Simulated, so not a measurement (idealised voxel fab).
process module | voxel released beams
cross-section cut | 185 nm wide | cells 5 nm
A cross-section is a grid of square cells, given in bands from the top down. A band is one or more rows of cells.
Each band's line starts with the height of the band's top and of its bottom, in nm. Then come its materials from left to right, each with its width in nm. One material with "throughout" fills the band from edge to edge. "air" is empty space.
Height 0 is the level under which the wafer as received is all one material. The lowest band goes on downwards, as in "0 down".
A width such as "30 to 40" changes by the same amount from each row of cells to the next, from the band's top row to its bottom row.
"no change" after a step means that no cell of the cross-section changed.
closed voids: empty space of 8 cells or more with no open way to the top, each as width x height at its distance from the left edge, in nm
after a step's settings: what the simulator itself notes on the step
overlay nm, on a step with a mask: how far to the right of its planned place the mask lay; to the left if negative
plan
1 op RECEIVE | material Si
2 op CONFORMAL_DEP | material SiN | thk nm 5
3 op DIRECTIONAL_DEP | material SiO2 | thk nm 15
4 op PATTERN | tone open | mask id ANCHOR | material resist | width nm 30 | thk nm 20 | overlay nm 0
5 op DIRECTIONAL_ETCH | etch materials SiO2 | depth nm 15
6 op STRIP | etch materials resist
7 op CONFORMAL_DEP | material TiN | thk nm 10
8 op MASKED_ETCH | tone cover | mask id BEAM | width nm 95 | etch materials TiN | depth nm 10 | overlay nm 0
9 op STRIP | etch materials SiO2
first wafer, as planned
as received, after step 1
  0 down: Si throughout
  closed voids: none
after step 2
  5 to 0: SiN throughout
  below 0: unchanged
after step 3
  20 to 5: SiO2 throughout
  below 5: unchanged
after step 4
  40 to 20: resist 45 | air 30 | resist 110
  below 20: unchanged
after step 5
  40 to 20: resist 45 | air 30 | resist 110
  20 to 5: SiO2 45 | air 30 | SiO2 110
  below 5: unchanged
after step 6
  20 to 5: SiO2 45 | air 30 | SiO2 110
  below 5: unchanged
after step 7
  30 to 20: TiN 55 | air 10 | TiN 120
  20 to 15: SiO2 45 | TiN 10 | air 10 | TiN 10 | SiO2 110
  15 to 5: SiO2 45 | TiN 30 | SiO2 110
  below 5: unchanged
after step 8
  30 to 20: air 40 | TiN 15 | air 10 | TiN 70 | air 50
  below 20: unchanged
after step 9
  30 to 20: air 40 | TiN 15 | air 10 | TiN 70 | air 50
  20 to 15: air 45 | TiN 10 | air 10 | TiN 10 | air 110
  15 to 5: air 45 | TiN 30 | air 110
  below 5: unchanged
second wafer: like start, like plan, one mistake. Through step 1 it matches the first wafer
when step 2 should have ended
  15 to 0: SiN throughout
  below 0: unchanged
when step 3 should have ended
  30 to 15: SiO2 throughout
  below 15: unchanged
when step 4 should have ended
  50 to 30: resist 45 | air 30 | resist 110
  below 30: unchanged
when step 5 should have ended
  50 to 30: resist 45 | air 30 | resist 110
  30 to 15: SiO2 45 | air 30 | SiO2 110
  below 15: unchanged
when step 6 should have ended
  30 to 15: SiO2 45 | air 30 | SiO2 110
  below 15: unchanged
when step 7 should have ended
  40 to 30: TiN 55 | air 10 | TiN 120
  30 to 25: SiO2 45 | TiN 10 | air 10 | TiN 10 | SiO2 110
  25 to 15: SiO2 45 | TiN 30 | SiO2 110
  below 15: unchanged
when step 8 should have ended
  40 to 30: air 40 | TiN 15 | air 10 | TiN 70 | air 50
  below 30: unchanged
when step 9 should have ended
  40 to 30: air 40 | TiN 15 | air 10 | TiN 70 | air 50
  30 to 25: air 45 | TiN 10 | air 10 | TiN 10 | air 110
  25 to 15: air 45 | TiN 30 | air 110
  below 15: unchanged
what went wrong: step 2 ran as: op CONFORMAL_DEP | material SiN | thk nm 15
at the end the second wafer has, in cells: 74 more of SiN
